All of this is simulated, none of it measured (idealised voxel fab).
process module | voxel gate over fins
cross-section cut | 225 nm wide | cells 5 nm
A cross-section is a grid of square cells, given in bands from the top down. A band is one or more rows of cells.
Each band's line starts with the height of the band's top and of its bottom, in nm. Then come its materials from left to right, each with its width in nm. One material with "throughout" fills the band from edge to edge. "air" is empty space.
Height 0 is the level under which the wafer as received is all one material. The lowest band goes on downwards, as in "0 down".
A width such as "30 to 40" changes by the same amount from each row of cells to the next, from the band's top row to its bottom row.
"no change" after a step means that no cell of the cross-section changed.
closed voids: empty space of 8 cells or more with no open way to the top, each as width x height at its distance from the left edge, in nm
after a step's settings: what the simulator itself notes on the step
overlay nm, on a step with a mask: how far to the right of its planned place the mask lay; to the left if negative
plan
1 op RECEIVE | material Si
2 op CONFORMAL_DEP | material SiN | thk nm 10
3 op PATTERN | tone cover | mask id FINS | material resist | width nm 15 | pitch nm 45 | thk nm 15 | overlay nm 0
4 op DIRECTIONAL_ETCH | etch materials SiN | depth nm 10
5 op DIRECTIONAL_ETCH | etch materials Si | depth nm 30
6 op STRIP | etch materials resist
7 op OXIDIZE | depth nm 5
8 op FILL_DEP | material SiO2 | thk nm 5
9 op CMP | height nm 10
10 op SELECTIVE_ETCH | etch materials SiO2 | depth nm 25
11 op STRIP | etch materials SiN
12 op CONFORMAL_DEP | material HfO2 | thk nm 5
13 op CONFORMAL_DEP | material TiN | thk nm 5
14 op CONFORMAL_DEP | material TiAl | thk nm 5
15 op CONFORMAL_DEP | material TiN | thk nm 5
16 op FILL_DEP | material W | thk nm 10
17 op CMP | height nm 25
18 op CONFORMAL_DEP | material SiCN | thk nm 5
first wafer, as planned
as received, after step 1
  0 down: Si throughout
  closed voids: none
after step 2
  10 to 0: SiN throughout
  below 0: unchanged
after step 3
  25 to 10: air 80 | resist 15 | air 30 | resist 15 | air 85
  below 10: unchanged
after step 4
  25 to 10: air 80 | resist 15 | air 30 | resist 15 | air 85
  10 to 0: air 80 | SiN 15 | air 30 | SiN 15 | air 85
  below 0: unchanged
after step 5
  25 to 10: air 80 | resist 15 | air 30 | resist 15 | air 85
  10 to 0: air 80 | SiN 15 | air 30 | SiN 15 | air 85
  0 to -30: air 80 | Si 15 | air 30 | Si 15 | air 85
  below -30: unchanged
after step 6
  10 to 0: air 80 | SiN 15 | air 30 | SiN 15 | air 85
  below 0: unchanged
after step 7
  10 to 0: air 80 | SiN 15 | air 30 | SiN 15 | air 85
  0 to -30: air 80 | SiO2 5 | Si 5 | SiO2 5 | air 30 | SiO2 5 | Si 5 | SiO2 5 | air 85
  -30 to -35: SiO2 85 | Si 5 | SiO2 40 | Si 5 | SiO2 90
  below -35: unchanged
after step 8
  15 to 10: SiO2 throughout
  10 to 0: SiO2 80 | SiN 15 | SiO2 30 | SiN 15 | SiO2 85
  0 to -35: SiO2 85 | Si 5 | SiO2 40 | Si 5 | SiO2 90
  below -35: unchanged
after step 9
  10 to 0: SiO2 80 | SiN 15 | SiO2 30 | SiN 15 | SiO2 85
  below 0: unchanged
after step 10
  10 to 0: air 80 | SiN 15 | air 30 | SiN 15 | air 85
  0 to -15: air 85 | Si 5 | air 40 | Si 5 | air 90
  below -15: unchanged
after step 11
  0 to -15: air 85 | Si 5 | air 40 | Si 5 | air 90
  below -15: unchanged
after step 12
  5 to 0: air 80 | HfO2 15 | air 30 | HfO2 15 | air 85
  0 to -10: air 80 | HfO2 5 | Si 5 | HfO2 5 | air 30 | HfO2 5 | Si 5 | HfO2 5 | air 85
  -10 to -15: HfO2 85 | Si 5 | HfO2 40 | Si 5 | HfO2 90
  below -15: unchanged
after step 13
  10 to 5: air 75 | TiN 25 | air 20 | TiN 25 | air 80
  5 to 0: air 75 | TiN 5 | HfO2 15 | TiN 5 | air 20 | TiN 5 | HfO2 15 | TiN 5 | air 80
  0 to -5: air 75 | TiN 5 | HfO2 5 | Si 5 | HfO2 5 | TiN 5 | air 20 | TiN 5 | HfO2 5 | Si 5 | HfO2 5 | TiN 5 | air 80
  -5 to -10: TiN 80 | HfO2 5 | Si 5 | HfO2 5 | TiN 30 | HfO2 5 | Si 5 | HfO2 5 | TiN 85
  below -10: unchanged
after step 14
  15 to 10: air 70 | TiAl 35 | air 10 | TiAl 35 | air 75
  10 to 5: air 70 | TiAl 5 | TiN 25 | TiAl 5 | air 10 | TiAl 5 | TiN 25 | TiAl 5 | air 75
  5 to 0: air 70 | TiAl 5 | TiN 5 | HfO2 15 | TiN 5 | TiAl 5 | air 10 | TiAl 5 | TiN 5 | HfO2 15 | TiN 5 | TiAl 5 | air 75
  0 to -5: TiAl 75 | TiN 5 | HfO2 5 | Si 5 | HfO2 5 | TiN 5 | TiAl 20 | TiN 5 | HfO2 5 | Si 5 | HfO2 5 | TiN 5 | TiAl 80
  below -5: unchanged
after step 15
  20 to 15: air 65 | TiN 90 | air 70
  15 to 10: air 65 | TiN 5 | TiAl 35 | TiN 10 | TiAl 35 | TiN 5 | air 70
  10 to 5: air 65 | TiN 5 | TiAl 5 | TiN 25 | TiAl 5 | TiN 10 | TiAl 5 | TiN 25 | TiAl 5 | TiN 5 | air 70
  5 to 0: TiN 70 | TiAl 5 | TiN 5 | HfO2 15 | TiN 5 | TiAl 5 | TiN 10 | TiAl 5 | TiN 5 | HfO2 15 | TiN 5 | TiAl 5 | TiN 75
  below 0: unchanged
after step 16
  30 to 20: W throughout
  20 to 15: W 65 | TiN 90 | W 70
  15 to 10: W 65 | TiN 5 | TiAl 35 | TiN 10 | TiAl 35 | TiN 5 | W 70
  10 to 5: W 65 | TiN 5 | TiAl 5 | TiN 25 | TiAl 5 | TiN 10 | TiAl 5 | TiN 25 | TiAl 5 | TiN 5 | W 70
  below 5: unchanged
after step 17
  25 to 20: W throughout
  below 20: unchanged
after step 18
  30 to 25: SiCN throughout
  below 25: unchanged
second wafer: like start, like plan, one mistake. Through step 12 it matches the first wafer
when step 13 should have ended
  10 to 5: air 75 | TiAl 25 | air 20 | TiAl 25 | air 80
  5 to 0: air 75 | TiAl 5 | HfO2 15 | TiAl 5 | air 20 | TiAl 5 | HfO2 15 | TiAl 5 | air 80
  0 to -5: air 75 | TiAl 5 | HfO2 5 | Si 5 | HfO2 5 | TiAl 5 | air 20 | TiAl 5 | HfO2 5 | Si 5 | HfO2 5 | TiAl 5 | air 80
  -5 to -10: TiAl 80 | HfO2 5 | Si 5 | HfO2 5 | TiAl 30 | HfO2 5 | Si 5 | HfO2 5 | TiAl 85
  below -10: unchanged
when step 14 should have ended
  15 to 5: air 70 | TiAl 35 | air 10 | TiAl 35 | air 75
  5 to 0: air 70 | TiAl 10 | HfO2 15 | TiAl 10 | air 10 | TiAl 10 | HfO2 15 | TiAl 10 | air 75
  0 to -10: TiAl 80 | HfO2 5 | Si 5 | HfO2 5 | TiAl 30 | HfO2 5 | Si 5 | HfO2 5 | TiAl 85
  below -10: unchanged
when step 15 should have ended
  20 to 15: air 65 | TiN 90 | air 70
  15 to 5: air 65 | TiN 5 | TiAl 35 | TiN 10 | TiAl 35 | TiN 5 | air 70
  5 to 0: TiN 70 | TiAl 10 | HfO2 15 | TiAl 10 | TiN 10 | TiAl 10 | HfO2 15 | TiAl 10 | TiN 75
  below 0: unchanged
when step 16 should have ended
  30 to 20: W throughout
  20 to 15: W 65 | TiN 90 | W 70
  15 to 5: W 65 | TiN 5 | TiAl 35 | TiN 10 | TiAl 35 | TiN 5 | W 70
  below 5: unchanged
when step 17 should have ended
  25 to 20: W throughout
  below 20: unchanged
when step 18 should have ended
  30 to 25: SiCN throughout
  below 25: unchanged
what went wrong: step 13 ran as: op CONFORMAL_DEP | material TiAl | thk nm 5
at the end the second wafer has, in cells: 57 more of TiAl | 57 fewer of TiN
